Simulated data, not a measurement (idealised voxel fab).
Process module name: voxel wiring stack
Cross-section cut spans 195 nm and uses square cells 5 nm in size.
Each cross-section below is a grid of square cells, stated as bands in top-down order, with one or more rows of cells making up each band.
Per band: top height and bottom height in nm, followed by the left-to-right materials and their widths in nm; "everywhere" marks a single material spanning edge to edge, "air" marks empty space.
Heights are measured from 0, the level below which the as-received wafer is all one material; the lowest band has no bottom and continues downward, written as in "z 0 and below".
Width spec "30->40" -> top row of cells at first value, bottom row at second value, equal per-row change in between.
"nothing was modified" means the step left every cell of the cross-section as it was.
Basically, "Trapped void list" tells you about the enclosed voids: empty spaces with no open way to the top, 8 cells or bigger, each written width x height at distance, where distance is from the left edge, all in nm.
It should be noted that, on the line of a given step, the content following the step's settings is a remark produced by the simulator itself with respect to that step.
overlay nm: on a step with a mask, how far right of its planned place the mask lay; negative means left.
Quick note on how to read the rest: it's all pairs. You get the cross-section before a process step and the one after, but the after one only goes down as far as the lowest band that changed. The step in between, with its settings, sits under the pair. Heads up, the pairs can come from different runs of this module on the same starting wafer, so don't assume a pair picks up from the one above unless its "Before-step section" entry says it does.
[Before-step section]
> z 90 to 75 | aC 30  air 30  aC 20  air 30  aC 20  air 30  aC 35
> z 75 to 55 | lowk 30  air 30  lowk 20  air 30  lowk 20  air 30  lowk 35
> z 55 to 50 | SiN everywhere
> z 50 to 40 | SiO2 30  Ru 15  SiO2 35  Ru 15  SiO2 35  Ru 15  SiO2 50
> z 40 to 35 | SiCN 30  Ru 15  SiCN 35  Ru 15  SiCN 35  Ru 15  SiCN 50
> z 35 to 25 | SiO2 25  SiN 5  W 30  SiN 5  SiO2 10  SiN 5  W 30  SiN 5  SiO2 10  SiN 5  W 30  SiN 5  SiO2 30
> z 25 to 20 | SiN 30  W 30  SiN 20  W 30  SiN 20  W 30  SiN 35
> z 20 to 5 | SiO2 everywhere
> z 5 to 0 | TiN everywhere
> z 0 and below | Si everywhere
> Trapped void list: none
[State After Step]
> z 90 to 75 | aC 30  air 30  aC 20  air 30  aC 20  air 30  aC 35
> z 75 to 55 | lowk 30  air 30  lowk 20  air 30  lowk 20  air 30  lowk 35
> z 55 to 50 | SiN 30  air 30  SiN 20  air 30  SiN 20  air 30  SiN 35
> At heights below 50, the structure remains unaltered.
> Trapped void list: none
Step taken after the before cross-section and before the after cross-section above: DIRECTIONAL_ETCH | etch materials SiN | depth nm 5
Before-step section: The pre-step condition corresponds to the post-step cross-section depicted in the pair directly above.
[State After Step]
> z 75 to 55 | lowk 30  air 30  lowk 20  air 30  lowk 20  air 30  lowk 35
> At heights below 55, the structure remains unaltered.
> Trapped void list: none
Step taken after the before cross-section and before the after cross-section above: STRIP | etch materials aC
Before-step section: The pre-step condition corresponds to the post-step cross-section depicted in the pair directly above.
[State After Step]
> z 80 to 75 | TiN 35  air 20  TiN 30  air 20  TiN 30  air 20  TiN 40
> z 75 to 55 | lowk 30  TiN 5  air 20  TiN 5  lowk 20  TiN 5  air 20  TiN 5  lowk 20  TiN 5  air 20  TiN 5  lowk 35
> z 55 to 50 | SiN 30  TiN 30  SiN 20  TiN 30  SiN 20  TiN 30  SiN 35
> At heights below 50, the structure remains unaltered.
> Trapped void list: none
Step taken after the before cross-section and before the after cross-section above: CONFORMAL_DEP | material TiN | thk nm 5
Before-step section: The pre-step condition corresponds to the post-step cross-section depicted in the pair directly above.
[State After Step]
> z 90 to 80 | Cu everywhere
> z 80 to 75 | TiN 35  Cu 20  TiN 30  Cu 20  TiN 30  Cu 20  TiN 40
> z 75 to 55 | lowk 30  TiN 5  Cu 20  TiN 5  lowk 20  TiN 5  Cu 20  TiN 5  lowk 20  TiN 5  Cu 20  TiN 5  lowk 35
> At heights below 55, the structure remains unaltered.
> Trapped void list: none
Step taken after the before cross-section and before the after cross-section above: FILL_DEP | material Cu | thk nm 10
Before-step section: The pre-step condition corresponds to the post-step cross-section depicted in the pair directly above.
[State After Step]
> z 75 to 55 | lowk 30  TiN 5  Cu 20  TiN 5  lowk 20  TiN 5  Cu 20  TiN 5  lowk 20  TiN 5  Cu 20  TiN 5  lowk 35
> At heights below 55, the structure remains unaltered.
> Trapped void list: none
Step taken after the before cross-section and before the after cross-section above: CMP | height nm 75
Before-step section: The pre-step condition corresponds to the post-step cross-section depicted in the pair directly above.
[State After Step]
> z 80 to 75 | air 25  Ru 40  air 10  Ru 40  air 10  Ru 40  air 30
> At heights below 75, the structure remains unaltered.
> Trapped void list: none
Step taken after the before cross-section and before the after cross-section above: EPI | material Ru | thk nm 5
Before-step section: The pre-step condition corresponds to the post-step cross-section depicted in the pair directly above.
[State After Step]
> z 85 to 80 | SiCN everywhere
> z 80 to 75 | SiCN 25  Ru 40  SiCN 10  Ru 40  SiCN 10  Ru 40  SiCN 30
> At heights below 75, the structure remains unaltered.
> Trapped void list: none
Step taken after the before cross-section and before the after cross-section above: FILL_DEP | material SiCN | thk nm 5
[Before-step section]
> z 55 to 50 | SiN everywhere
> z 50 to 40 | SiO2 30  Ru 15  SiO2 35  Ru 15  SiO2 35  Ru 15  SiO2 50
> z 40 to 35 | SiCN 30  Ru 15  SiCN 35  Ru 15  SiCN 35  Ru 15  SiCN 50
> z 35 to 20 | SiO2 25  SiN 5  W 30  SiN 5  SiO2 10  SiN 5  W 30  SiN 5  SiO2 10  SiN 5  W 30  SiN 5  SiO2 30
> z 20 to 15 | SiN 30  TiN 30  SiN 20  TiN 30  SiN 20  TiN 30  SiN 35
> z 15 to 0 | SiO2 everywhere
> z 0 and below | Si everywhere
> Trapped void list: none
[State After Step]
> z 70 to 55 | lowk everywhere
> At heights below 55, the structure remains unaltered.
> Trapped void list: none
Step taken after the before cross-section and before the after cross-section above: DIRECTIONAL_DEP | material lowk | thk nm 15
Before-step section: The pre-step condition corresponds to the post-step cross-section depicted in the pair directly above.
[State After Step]
> z 85 to 70 | aC everywhere
> At heights below 70, the structure remains unaltered.
> Trapped void list: none
Step taken after the before cross-section and before the after cross-section above: DIRECTIONAL_DEP | material aC | thk nm 15
Before-step section: The pre-step condition corresponds to the post-step cross-section depicted in the pair directly above.
[State After Step]
> z 120 to 85 | resist 30  air 30  resist 20  air 30  resist 20  air 30  resist 35
> At heights below 85, the structure remains unaltered.
> Trapped void list: none
Step taken after the before cross-section and before the after cross-section above: PATTERN | tone open | mask id METAL_2 | material resist | width nm 30 | pitch nm 50 | thk nm 35 | overlay nm 0
Before-step section: The pre-step condition corresponds to the post-step cross-section depicted in the pair directly above.
[State After Step]
> z 105 to 85 | resist 30  air 30  resist 20  air 30  resist 20  air 30  resist 35
> z 85 to 70 | aC 30  air 30  aC 20  air 30  aC 20  air 30  aC 35
> At heights below 70, the structure remains unaltered.
> Trapped void list: none
Step taken after the before cross-section and before the after cross-section above: DIRECTIONAL_ETCH | etch materials aC | depth nm 15
Before-step section: The pre-step condition corresponds to the post-step cross-section depicted in the pair directly above.
[State After Step]
> z 85 to 70 | aC 30  air 30  aC 20  air 30  aC 20  air 30  aC 35
> At heights below 70, the structure remains unaltered.
> Trapped void list: none
Step taken after the before cross-section and before the after cross-section above: STRIP | etch materials resist
Before-step section: The pre-step condition corresponds to the post-step cross-section depicted in the pair directly above.
[State After Step]
> z 85 to 70 | aC 30  air 30  aC 20  air 30  aC 20  air 30  aC 35
> z 70 to 55 | lowk 30  air 30  lowk 20  air 30  lowk 20  air 30  lowk 35
> At heights below 55, the structure remains unaltered.
> Trapped void list: none
Step taken after the before cross-section and before the after cross-section above: DIRECTIONAL_ETCH | etch materials lowk | depth nm 20
Before-step section: The pre-step condition corresponds to the post-step cross-section depicted in the pair directly above.
[State After Step]
> z 85 to 70 | aC 30  air 30  aC 20  air 30  aC 20  air 30  aC 35
> z 70 to 55 | lowk 30  air 30  lowk 20  air 30  lowk 20  air 30  lowk 35
> z 55 to 50 | SiN 30  air 30  SiN 20  air 30  SiN 20  air 30  SiN 35
> At heights below 50, the structure remains unaltered.
> Trapped void list: none
Step taken after the before cross-section and before the after cross-section above: DIRECTIONAL_ETCH | etch materials SiN | depth nm 5
Before-step section: The pre-step condition corresponds to the post-step cross-section depicted in the pair directly above.
[State After Step]
> z 70 to 55 | lowk 30  air 30  lowk 20  air 30  lowk 20  air 30  lowk 35
> At heights below 55, the structure remains unaltered.
> Trapped void list: none
Step taken after the before cross-section and before the after cross-section above: STRIP | etch materials aC
Before-step section: The pre-step condition corresponds to the post-step cross-section depicted in the pair directly above.
[State After Step]
> z 75 to 70 | TiN 35  air 20  TiN 30  air 20  TiN 30  air 20  TiN 40
> z 70 to 55 | lowk 30  TiN 5  air 20  TiN 5  lowk 20  TiN 5  air 20  TiN 5  lowk 20  TiN 5  air 20  TiN 5  lowk 35
> z 55 to 50 | SiN 30  TiN 30  SiN 20  TiN 30  SiN 20  TiN 30  SiN 35
> At heights below 50, the structure remains unaltered.
> Trapped void list: none
Step taken after the before cross-section and before the after cross-section above: CONFORMAL_DEP | material TiN | thk nm 5
Before-step section: The pre-step condition corresponds to the post-step cross-section depicted in the pair directly above.
[State After Step]
> z 85 to 75 | Cu everywhere
> z 75 to 70 | TiN 35  Cu 20  TiN 30  Cu 20  TiN 30  Cu 20  TiN 40
> z 70 to 55 | lowk 30  TiN 5  Cu 20  TiN 5  lowk 20  TiN 5  Cu 20  TiN 5  lowk 20  TiN 5  Cu 20  TiN 5  lowk 35
> At heights below 55, the structure remains unaltered.
> Trapped void list: none
Step taken after the before cross-section and before the after cross-section above: FILL_DEP | material Cu | thk nm 10
Before-step section: The pre-step condition corresponds to the post-step cross-section depicted in the pair directly above.
[State After Step]
> z 75 to 70 | TiN 35  Cu 20  TiN 30  Cu 20  TiN 30  Cu 20  TiN 40
> At heights below 70, the structure remains unaltered.
> Trapped void list: none
Step taken after the before cross-section and before the after cross-section above: CMP | height nm 75
Before-step section: The pre-step condition corresponds to the post-step cross-section depicted in the pair directly above.
[State After Step]
> z 80 to 75 | Ru everywhere
> At heights below 75, the structure remains unaltered.
> Trapped void list: none
Step taken after the before cross-section and before the after cross-section above: EPI | material Ru | thk nm 5
Before-step section: The pre-step condition corresponds to the post-step cross-section depicted in the pair directly above.
[State After Step]
> z 85 to 80 | SiCN everywhere
> At heights below 80, the structure remains unaltered.
> Trapped void list: none
Step taken after the before cross-section and before the after cross-section above: FILL_DEP | material SiCN | thk nm 5
[Before-step section]
> z 35 to 20 | W everywhere
> z 20 to 15 | TiN everywhere
> z 15 to 0 | SiO2 everywhere
> z 0 and below | Si everywhere
> Trapped void list: none
[State After Step]
> z 35 to 20 | air 35  W 25  air 25  W 25  air 25  W 25  air 35
> At heights below 20, the structure remains unaltered.
> Trapped void list: none
Step taken after the before cross-section and before the after cross-section above: MASKED_ETCH | tone cover | mask id METAL_1 | width nm 25 | pitch nm 50 | etch materials W | depth nm 15 | overlay nm 0
Before-step section: The pre-step condition corresponds to the post-step cross-section depicted in the pair directly above.
[State After Step]
> z 35 to 20 | air 35  W 25  air 25  W 25  air 25  W 25  air 35
> z 20 to 15 | air 30  TiN 30  air 20  TiN 30  air 20  TiN 30  air 35
> At heights below 15, the structure remains unaltered.
> Trapped void list: none
Step taken after the before cross-section and before the after cross-section above: MASKED_ETCH | tone cover | mask id METAL_1 | width nm 30 | pitch nm 50 | etch materials TiN | depth nm 5 | overlay nm 0
Before-step section: The pre-step condition corresponds to the post-step cross-section depicted in the pair directly above.
[State After Step]
> z 40 to 35 | air 30  SiN 35  air 15  SiN 35  air 15  SiN 35  air 30
> z 35 to 25 | air 30  SiN 5  W 25  SiN 5  air 15  SiN 5  W 25  SiN 5  air 15  SiN 5  W 25  SiN 5  air 30
> z 25 to 20 | air 25  SiN 10  W 25  SiN 5  air 10  SiN 10  W 25  SiN 5  air 10  SiN 10  W 25  SiN 5  air 30
> z 20 to 15 | SiN 30  TiN 30  SiN 20  TiN 30  SiN 20  TiN 30  SiN 35
> At heights below 15, the structure remains unaltered.
> Trapped void list: none
Step taken after the before cross-section and before the after cross-section above: CONFORMAL_DEP | material SiN | thk nm 5
Before-step section: The pre-step condition corresponds to the post-step cross-section depicted in the pair directly above.
[State After Step]
> z 45 to 40 | SiO2 everywhere
> z 40 to 35 | SiO2 30  SiN 35  SiO2 15  SiN 35  SiO2 15  SiN 35  SiO2 30
> z 35 to 25 | SiO2 30  SiN 5  W 25  SiN 5  SiO2 15  SiN 5  W 25  SiN 5  SiO2 15  SiN 5  W 25  SiN 5  SiO2 30
> z 25 to 20 | SiO2 25  SiN 10  W 25  SiN 5  SiO2 10  SiN 10  W 25  SiN 5  SiO2 10  SiN 10  W 25  SiN 5  SiO2 30
> At heights below 20, the structure remains unaltered.
> Trapped void list: none
Step taken after the before cross-section and before the after cross-section above: FILL_DEP | material SiO2 | thk nm 5
Before-step section: The pre-step condition corresponds to the post-step cross-section depicted in the pair directly above.
[State After Step]
> z 35 to 25 | SiO2 30  SiN 5  W 25  SiN 5  SiO2 15  SiN 5  W 25  SiN 5  SiO2 15  SiN 5  W 25  SiN 5  SiO2 30
> At heights below 25, the structure remains unaltered.
> Trapped void list: none
Step taken after the before cross-section and before the after cross-section above: CMP | height nm 35
Before-step section: The pre-step condition corresponds to the post-step cross-section depicted in the pair directly above.
[State After Step]
> z 40 to 35 | SiCN everywhere
> At heights below 35, the structure remains unaltered.
> Trapped void list: none
Step taken after the before cross-section and before the after cross-section above: CONFORMAL_DEP | material SiCN | thk nm 5
Before-step section: The pre-step condition corresponds to the post-step cross-section depicted in the pair directly above.
[State After Step]
> z 50 to 40 | SiO2 everywhere
> At heights below 40, the structure remains unaltered.
> Trapped void list: none
Step taken after the before cross-section and before the after cross-section above: DIRECTIONAL_DEP | material SiO2 | thk nm 10
Before-step section: The pre-step condition corresponds to the post-step cross-section depicted in the pair directly above.
[State After Step]
> z 50 to 40 | SiO2 30  air 15  SiO2 35  air 15  SiO2 35  air 15  SiO2 50
> At heights below 40, the structure remains unaltered.
> Trapped void list: none
Step taken after the before cross-section and before the after cross-section above: MASKED_ETCH | tone open | mask id PLUG_1 | width nm 15 | pitch nm 50 | etch materials SiO2 | depth nm 10 | overlay nm 0
Before-step section: The pre-step condition corresponds to the post-step cross-section depicted in the pair directly above.
[State After Step]
> z 50 to 40 | SiO2 30  air 15  SiO2 35  air 15  SiO2 35  air 15  SiO2 50
> z 40 to 35 | SiCN 30  air 15  SiCN 35  air 15  SiCN 35  air 15  SiCN 50
> At heights below 35, the structure remains unaltered.
> Trapped void list: none
Step taken after the before cross-section and before the after cross-section above: MASKED_ETCH | tone open | mask id PLUG_1 | width nm 15 | pitch nm 50 | etch materials SiCN | depth nm 5 | overlay nm 0
Before-step section: The pre-step condition corresponds to the post-step cross-section depicted in the pair directly above.
[State After Step]
> z 50 to 45 | SiO2 30  air 15  SiO2 35  air 15  SiO2 35  air 15  SiO2 50
> z 45 to 40 | SiO2 30  Ru 15  SiO2 35  Ru 15  SiO2 35  Ru 15  SiO2 50
> z 40 to 35 | SiCN 30  Ru 15  SiCN 35  Ru 15  SiCN 35  Ru 15  SiCN 50
> At heights below 35, the structure remains unaltered.
> Trapped void list: none
Step taken after the before cross-section and before the after cross-section above: EPI | material Ru | thk nm 10
Before-step section: The pre-step condition corresponds to the post-step cross-section depicted in the pair directly above.
[State After Step]
> z 50 to 40 | SiO2 30  Ru 15  SiO2 35  Ru 15  SiO2 35  Ru 15  SiO2 50
> At heights below 40, the structure remains unaltered.
> Trapped void list: none
Step taken after the before cross-section and before the after cross-section above: EPI | material Ru | thk nm 5
Before-step section: The pre-step condition corresponds to the post-step cross-section depicted in the pair directly above.
[State After Step]
> z 55 to 50 | SiN everywhere
> At heights below 50, the structure remains unaltered.
> Trapped void list: none
Step taken after the before cross-section and before the after cross-section above: CONFORMAL_DEP | material SiN | thk nm 5
Before-step section: The pre-step condition corresponds to the post-step cross-section depicted in the pair directly above.
[State After Step]
> z 75 to 55 | lowk everywhere
> At heights below 55, the structure remains unaltered.
> Trapped void list: none
Step taken after the before cross-section and before the after cross-section above: DIRECTIONAL_DEP | material lowk | thk nm 20
Before-step section: The pre-step condition corresponds to the post-step cross-section depicted in the pair directly above.
[State After Step]
> z 90 to 75 | aC everywhere
> At heights below 75, the structure remains unaltered.
> Trapped void list: none
Step taken after the before cross-section and before the after cross-section above: DIRECTIONAL_DEP | material aC | thk nm 15
Before-step section: The pre-step condition corresponds to the post-step cross-section depicted in the pair directly above.
[State After Step]
> z 125 to 90 | resist 30  air 30  resist 20  air 30  resist 20  air 30  resist 35
> At heights below 90, the structure remains unaltered.
> Trapped void list: none
Step taken after the before cross-section and before the after cross-section above: PATTERN | tone open | mask id METAL_2 | material resist | width nm 30 | pitch nm 50 | thk nm 35 | overlay nm 0
Before-step section: The pre-step condition corresponds to the post-step cross-section depicted in the pair directly above.
[State After Step]
> z 110 to 90 | resist 30  air 30  resist 20  air 30  resist 20  air 30  resist 35
> z 90 to 75 | aC 30  air 30  aC 20  air 30  aC 20  air 30  aC 35
> At heights below 75, the structure remains unaltered.
> Trapped void list: none
Step taken after the before cross-section and before the after cross-section above: DIRECTIONAL_ETCH | etch materials aC | depth nm 15
Before-step section: The pre-step condition corresponds to the post-step cross-section depicted in the pair directly above.
[State After Step]
> z 90 to 75 | aC 30  air 30  aC 20  air 30  aC 20  air 30  aC 35
> At heights below 75, the structure remains unaltered.
> Trapped void list: none
Step taken after the before cross-section and before the after cross-section above: STRIP | etch materials resist
Before-step section: The pre-step condition corresponds to the post-step cross-section depicted in the pair directly above.
[State After Step]
> z 90 to 75 | aC 30  air 30  aC 20  air 30  aC 20  air 30  aC 35
> z 75 to 55 | lowk 30  air 30  lowk 20  air 30  lowk 20  air 30  lowk 35
> At heights below 55, the structure remains unaltered.
> Trapped void list: none
Step taken after the before cross-section and before the after cross-section above: DIRECTIONAL_ETCH | etch materials lowk | depth nm 20
Before-step section: The pre-step condition corresponds to the post-step cross-section depicted in the pair directly above.
[State After Step]
> z 90 to 75 | aC 30  air 30  aC 20  air 30  aC 20  air 30  aC 35
> z 75 to 55 | lowk 30  air 30  lowk 20  air 30  lowk 20  air 30  lowk 35
> z 55 to 50 | SiN 30  air 30  SiN 20  air 30  SiN 20  air 30  SiN 35
> At heights below 50, the structure remains unaltered.
> Trapped void list: none
Step taken after the before cross-section and before the after cross-section above: DIRECTIONAL_ETCH | etch materials SiN | depth nm 5
Before-step section: The pre-step condition corresponds to the post-step cross-section depicted in the pair directly above.
[State After Step]
> z 75 to 55 | lowk 30  air 30  lowk 20  air 30  lowk 20  air 30  lowk 35
> At heights below 55, the structure remains unaltered.
> Trapped void list: none
Step taken after the before cross-section and before the after cross-section above: STRIP | etch materials aC
Before-step section: The pre-step condition corresponds to the post-step cross-section depicted in the pair directly above.
[State After Step]
> z 80 to 75 | TiN 35  air 20  TiN 30  air 20  TiN 30  air 20  TiN 40
> z 75 to 55 | lowk 30  TiN 5  air 20  TiN 5  lowk 20  TiN 5  air 20  TiN 5  lowk 20  TiN 5  air 20  TiN 5  lowk 35
> z 55 to 50 | SiN 30  TiN 30  SiN 20  TiN 30  SiN 20  TiN 30  SiN 35
> At heights below 50, the structure remains unaltered.
> Trapped void list: none
Step taken after the before cross-section and before the after cross-section above: CONFORMAL_DEP | material TiN | thk nm 5
Before-step section: The pre-step condition corresponds to the post-step cross-section depicted in the pair directly above.
[State After Step]
> z 90 to 80 | Cu everywhere
> z 80 to 75 | TiN 35  Cu 20  TiN 30  Cu 20  TiN 30  Cu 20  TiN 40
> z 75 to 55 | lowk 30  TiN 5  Cu 20  TiN 5  lowk 20  TiN 5  Cu 20  TiN 5  lowk 20  TiN 5  Cu 20  TiN 5  lowk 35
> At heights below 55, the structure remains unaltered.
> Trapped void list: none
Step taken after the before cross-section and before the after cross-section above: FILL_DEP | material Cu | thk nm 10
Before-step section: The pre-step condition corresponds to the post-step cross-section depicted in the pair directly above.
[State After Step]
> z 75 to 55 | lowk 30  TiN 5  Cu 20  TiN 5  lowk 20  TiN 5  Cu 20  TiN 5  lowk 20  TiN 5  Cu 20  TiN 5  lowk 35
> At heights below 55, the structure remains unaltered.
> Trapped void list: none
Step taken after the before cross-section and before the after cross-section above: CMP | height nm 75
Before-step section: The pre-step condition corresponds to the post-step cross-section depicted in the pair directly above.
[State After Step]
> z 80 to 75 | air 25  Ru 40  air 10  Ru 40  air 10  Ru 40  air 30
> At heights below 75, the structure remains unaltered.
> Trapped void list: none
Step taken after the before cross-section and before the after cross-section above: EPI | material Ru | thk nm 5
Before-step section: The pre-step condition corresponds to the post-step cross-section depicted in the pair directly above.
[State After Step]
> z 85 to 80 | SiCN everywhere
> z 80 to 75 | SiCN 25  Ru 40  SiCN 10  Ru 40  SiCN 10  Ru 40  SiCN 30
> At heights below 75, the structure remains unaltered.
> Trapped void list: none
Step taken after the before cross-section and before the after cross-section above: FILL_DEP | material SiCN | thk nm 5
[Before-step section]
> z 90 to 75 | aC everywhere
> z 75 to 55 | lowk everywhere
> z 55 to 50 | SiN everywhere
> z 50 to 40 | SiO2 30  Ru 15  SiO2 35  Ru 15  SiO2 35  Ru 15  SiO2 50
> z 40 to 35 | SiCN 30  Ru 15  SiCN 35  Ru 15  SiCN 35  Ru 15  SiCN 50
> z 35 to 20 | SiO2 25  SiN 5  W 30  SiN 5  SiO2 10  SiN 5  W 30  SiN 5  SiO2 10  SiN 5  W 30  SiN 5  SiO2 30
> z 20 to 15 | SiN 30  TiN 30  SiN 20  TiN 30  SiN 20  TiN 30  SiN 35
> z 15 to 0 | SiO2 everywhere
> z 0 and below | Si everywhere
> Trapped void list: none
[State After Step]
> z 125 to 90 | resist 35  air 30  resist 20  air 30  resist 20  air 30  resist 30
> At heights below 90, the structure remains unaltered.
> Trapped void list: none
Step taken after the before cross-section and before the after cross-section above: PATTERN | tone open | mask id METAL_2 | material resist | width nm 30 | pitch nm 50 | thk nm 35 | overlay nm 5
Before-step section: The pre-step condition corresponds to the post-step cross-section depicted in the pair directly above.
[State After Step]
> z 110 to 90 | resist 35  air 30  resist 20  air 30  resist 20  air 30  resist 30
> z 90 to 75 | aC 35  air 30  aC 20  air 30  aC 20  air 30  aC 30
> At heights below 75, the structure remains unaltered.
> Trapped void list: none
Step taken after the before cross-section and before the after cross-section above: DIRECTIONAL_ETCH | etch materials aC | depth nm 15
Before-step section: The pre-step condition corresponds to the post-step cross-section depicted in the pair directly above.
[State After Step]
> z 90 to 75 | aC 35  air 30  aC 20  air 30  aC 20  air 30  aC 30
> At heights below 75, the structure remains unaltered.
> Trapped void list: none
Step taken after the before cross-section and before the after cross-section above: STRIP | etch materials resist
Before-step section: The pre-step condition corresponds to the post-step cross-section depicted in the pair directly above.
[State After Step]
> z 90 to 75 | aC 35  air 30  aC 20  air 30  aC 20  air 30  aC 30
> z 75 to 55 | lowk 35  air 30  lowk 20  air 30  lowk 20  air 30  lowk 30
> At heights below 55, the structure remains unaltered.
> Trapped void list: none
Step taken after the before cross-section and before the after cross-section above: DIRECTIONAL_ETCH | etch materials lowk | depth nm 20
Before-step section: The pre-step condition corresponds to the post-step cross-section depicted in the pair directly above.
[State After Step]
> z 90 to 75 | aC 35  air 30  aC 20  air 30  aC 20  air 30  aC 30
> z 75 to 55 | lowk 35  air 30  lowk 20  air 30  lowk 20  air 30  lowk 30
> z 55 to 50 | SiN 35  air 30  SiN 20  air 30  SiN 20  air 30  SiN 30
> At heights below 50, the structure remains unaltered.
> Trapped void list: none
Step taken after the before cross-section and before the after cross-section above: DIRECTIONAL_ETCH | etch materials SiN | depth nm 5
Before-step section: The pre-step condition corresponds to the post-step cross-section depicted in the pair directly above.
[State After Step]
> z 75 to 55 | lowk 35  air 30  lowk 20  air 30  lowk 20  air 30  lowk 30
> At heights below 55, the structure remains unaltered.
> Trapped void list: none
Step taken after the before cross-section and before the after cross-section above: STRIP | etch materials aC
Before-step section: The pre-step condition corresponds to the post-step cross-section depicted in the pair directly above.
[State After Step]
> z 80 to 75 | TiN 40  air 20  TiN 30  air 20  TiN 30  air 20  TiN 35
> z 75 to 55 | lowk 35  TiN 5  air 20  TiN 5  lowk 20  TiN 5  air 20  TiN 5  lowk 20  TiN 5  air 20  TiN 5  lowk 30
> z 55 to 50 | SiN 35  TiN 30  SiN 20  TiN 30  SiN 20  TiN 30  SiN 30
> At heights below 50, the structure remains unaltered.
> Trapped void list: none
Step taken after the before cross-section and before the after cross-section above: CONFORMAL_DEP | material TiN | thk nm 5
Before-step section: The pre-step condition corresponds to the post-step cross-section depicted in the pair directly above.
[State After Step]
> z 90 to 80 | Cu everywhere
> z 80 to 75 | TiN 40  Cu 20  TiN 30  Cu 20  TiN 30  Cu 20  TiN 35
> z 75 to 55 | lowk 35  TiN 5  Cu 20  TiN 5  lowk 20  TiN 5  Cu 20  TiN 5  lowk 20  TiN 5  Cu 20  TiN 5  lowk 30
> At heights below 55, the structure remains unaltered.
> Trapped void list: none
Step taken after the before cross-section and before the after cross-section above: FILL_DEP | material Cu | thk nm 10
Before-step section: The pre-step condition corresponds to the post-step cross-section depicted in the pair directly above.
[State After Step]
> z 75 to 55 | lowk 35  TiN 5  Cu 20  TiN 5  lowk 20  TiN 5  Cu 20  TiN 5  lowk 20  TiN 5  Cu 20  TiN 5  lowk 30
> At heights below 55, the structure remains unaltered.
> Trapped void list: none
Step taken after the before cross-section and before the after cross-section above: CMP | height nm 75
Before-step section: The pre-step condition corresponds to the post-step cross-section depicted in the pair directly above.
[State After Step]
> z 80 to 75 | air 30  Ru 40  air 10  Ru 40  air 10  Ru 40  air 25
> At heights below 75, the structure remains unaltered.
> Trapped void list: none
Step taken after the before cross-section and before the after cross-section above: EPI | material Ru | thk nm 5
Before-step section: The pre-step condition corresponds to the post-step cross-section depicted in the pair directly above.
[State After Step]
> z 85 to 80 | SiCN everywhere
> z 80 to 75 | SiCN 30  Ru 40  SiCN 10  Ru 40  SiCN 10  Ru 40  SiCN 25
> At heights below 75, the structure remains unaltered.
> Trapped void list: none
Step taken after the before cross-section and before the after cross-section above: FILL_DEP | material SiCN | thk nm 5
[Before-step section]
> z 20 to 15 | TiN everywhere
> z 15 to 0 | SiO2 everywhere
> z 0 and below | Si everywhere
> Trapped void list: none
[State After Step]
> z 35 to 20 | Ru everywhere
> At heights below 20, the structure remains unaltered.
> Trapped void list: none
Step taken after the before cross-section and before the after cross-section above: DIRECTIONAL_DEP | material Ru | thk nm 15
Before-step section: The pre-step condition corresponds to the post-step cross-section depicted in the pair directly above.
[State After Step]
> z 40 to 35 | SiN everywhere
> At heights below 35, the structure remains unaltered.
> Trapped void list: none
Step taken after the before cross-section and before the after cross-section above: CONFORMAL_DEP | material SiN | thk nm 5
Before-step section: The pre-step condition corresponds to the post-step cross-section depicted in the pair directly above.
[State After Step]
> z 45 to 40 | SiO2 everywhere
> At heights below 40, the structure remains unaltered.
> Trapped void list: none
Step taken after the before cross-section and before the after cross-section above: FILL_DEP | material SiO2 | thk nm 5
Before-step section: The pre-step condition corresponds to the post-step cross-section depicted in the pair directly above.
[State After Step]
> z 35 to 20 | Ru everywhere
> At heights below 20, the structure remains unaltered.
> Trapped void list: none
Step taken after the before cross-section and before the after cross-section above: CMP | height nm 35
Before-step section: The pre-step condition corresponds to the post-step cross-section depicted in the pair directly above.
[State After Step]
> z 40 to 35 | SiCN everywhere
> At heights below 35, the structure remains unaltered.
> Trapped void list: none
Step taken after the before cross-section and before the after cross-section above: CONFORMAL_DEP | material SiCN | thk nm 5
Before-step section: The pre-step condition corresponds to the post-step cross-section depicted in the pair directly above.
[State After Step]
> z 50 to 40 | SiO2 everywhere
> At heights below 40, the structure remains unaltered.
> Trapped void list: none
Step taken after the before cross-section and before the after cross-section above: DIRECTIONAL_DEP | material SiO2 | thk nm 10
Before-step section: The pre-step condition corresponds to the post-step cross-section depicted in the pair directly above.
[State After Step]
> z 50 to 40 | SiO2 30  air 15  SiO2 35  air 15  SiO2 35  air 15  SiO2 50
> At heights below 40, the structure remains unaltered.
> Trapped void list: none
Step taken after the before cross-section and before the after cross-section above: MASKED_ETCH | tone open | mask id PLUG_1 | width nm 15 | pitch nm 50 | etch materials SiO2 | depth nm 10 | overlay nm 0
Before-step section: The pre-step condition corresponds to the post-step cross-section depicted in the pair directly above.
[State After Step]
> z 50 to 40 | SiO2 30  air 15  SiO2 35  air 15  SiO2 35  air 15  SiO2 50
> z 40 to 35 | SiCN 30  air 15  SiCN 35  air 15  SiCN 35  air 15  SiCN 50
> At heights below 35, the structure remains unaltered.
> Trapped void list: none
Step taken after the before cross-section and before the after cross-section above: MASKED_ETCH | tone open | mask id PLUG_1 | width nm 15 | pitch nm 50 | etch materials SiCN | depth nm 5 | overlay nm 0
Before-step section: The pre-step condition corresponds to the post-step cross-section depicted in the pair directly above.
[State After Step]
> z 50 to 45 | SiO2 30  air 15  SiO2 35  air 15  SiO2 35  air 15  SiO2 50
> z 45 to 40 | SiO2 30  Ru 15  SiO2 35  Ru 15  SiO2 35  Ru 15  SiO2 50
> z 40 to 35 | SiCN 30  Ru 15  SiCN 35  Ru 15  SiCN 35  Ru 15  SiCN 50
> At heights below 35, the structure remains unaltered.
> Trapped void list: none
Step taken after the before cross-section and before the after cross-section above: EPI | material Ru | thk nm 10
Before-step section: The pre-step condition corresponds to the post-step cross-section depicted in the pair directly above.
[State After Step]
> z 50 to 40 | SiO2 30  Ru 15  SiO2 35  Ru 15  SiO2 35  Ru 15  SiO2 50
> At heights below 40, the structure remains unaltered.
> Trapped void list: none
Step taken after the before cross-section and before the after cross-section above: EPI | material Ru | thk nm 5
Before-step section: The pre-step condition corresponds to the post-step cross-section depicted in the pair directly above.
[State After Step]
> z 55 to 50 | SiN everywhere
> At heights below 50, the structure remains unaltered.
> Trapped void list: none
Step taken after the before cross-section and before the after cross-section above: CONFORMAL_DEP | material SiN | thk nm 5
Before-step section: The pre-step condition corresponds to the post-step cross-section depicted in the pair directly above.
[State After Step]
> z 75 to 55 | lowk everywhere
> At heights below 55, the structure remains unaltered.
> Trapped void list: none
Step taken after the before cross-section and before the after cross-section above: DIRECTIONAL_DEP | material lowk | thk nm 20
Before-step section: The pre-step condition corresponds to the post-step cross-section depicted in the pair directly above.
[State After Step]
> z 90 to 75 | aC everywhere
> At heights below 75, the structure remains unaltered.
> Trapped void list: none
Step taken after the before cross-section and before the after cross-section above: DIRECTIONAL_DEP | material aC | thk nm 15
